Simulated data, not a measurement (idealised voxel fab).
process module | voxel fin reveal
cross-section cut | 250 nm wide | cells 5 nm
A cross-section is a grid of square cells, given in bands from the top down. A band is one or more rows of cells.
Each band's line starts with the height of the band's top and of its bottom, in nm. Then come its materials from left to right, each with its width in nm. One material with "throughout" fills the band from edge to edge. "air" is empty space.
Height 0 is the level under which the wafer as received is all one material. The lowest band goes on downwards, as in "0 down".
A width such as "30 to 40" changes by the same amount from each row of cells to the next, from the band's top row to its bottom row.
"no change" after a step means that no cell of the cross-section changed.
closed voids: empty space of 8 cells or more with no open way to the top, each as width x height at its distance from the left edge, in nm
after a step's settings: what the simulator itself notes on the step
overlay nm, on a step with a mask: how far to the right of its planned place the mask lay; to the left if negative
plan
1 op RECEIVE | material Si
2 op CONFORMAL_DEP | material SiN | thk nm 5
3 op DIRECTIONAL_DEP | material aC | thk nm 15
4 op PATTERN | tone cover | mask id FINS | material resist | width nm 15 | pitch nm 35 | thk nm 35 | overlay nm 0
5 op DIRECTIONAL_ETCH | etch materials aC | depth nm 15
6 op STRIP | etch materials resist
7 op DIRECTIONAL_ETCH | etch materials SiN | depth nm 5
8 op DIRECTIONAL_ETCH | etch materials Si | depth nm 30
9 op STRIP | etch materials aC
10 op OXIDIZE | depth nm 5
11 op FILL_DEP | material SiO2 | thk nm 15
12 op CMP | height nm 5
13 op SELECTIVE_ETCH | etch materials SiO2 | depth nm 15
14 op STRIP | etch materials SiN
as received, after step 1
  0 down: Si throughout
  closed voids: none
first wafer at the end, as planned
  0 to -10: air 70 | Si 5 | air 30 | Si 5 | air 30 | Si 5 | air 30 | Si 5 | air 70
  -10 to -35: SiO2 70 | Si 5 | SiO2 30 | Si 5 | SiO2 30 | Si 5 | SiO2 30 | Si 5 | SiO2 70
  -35 down: Si throughout
  closed voids: none
second wafer at the end: like start, like plan, one mistake
  0 to -10: air 70 | Si 5 | air 30 | Si 5 | air 30 | Si 5 | air 30 | Si 5 | air 70
  -10 to -65: SiO2 70 | Si 5 | SiO2 30 | Si 5 | SiO2 30 | Si 5 | SiO2 30 | Si 5 | SiO2 70
  -65 down: Si throughout
  closed voids: none
what went wrong: step 8 was run twice
at the end the second wafer has, in cells: 276 fewer of Si | 276 more of SiO2
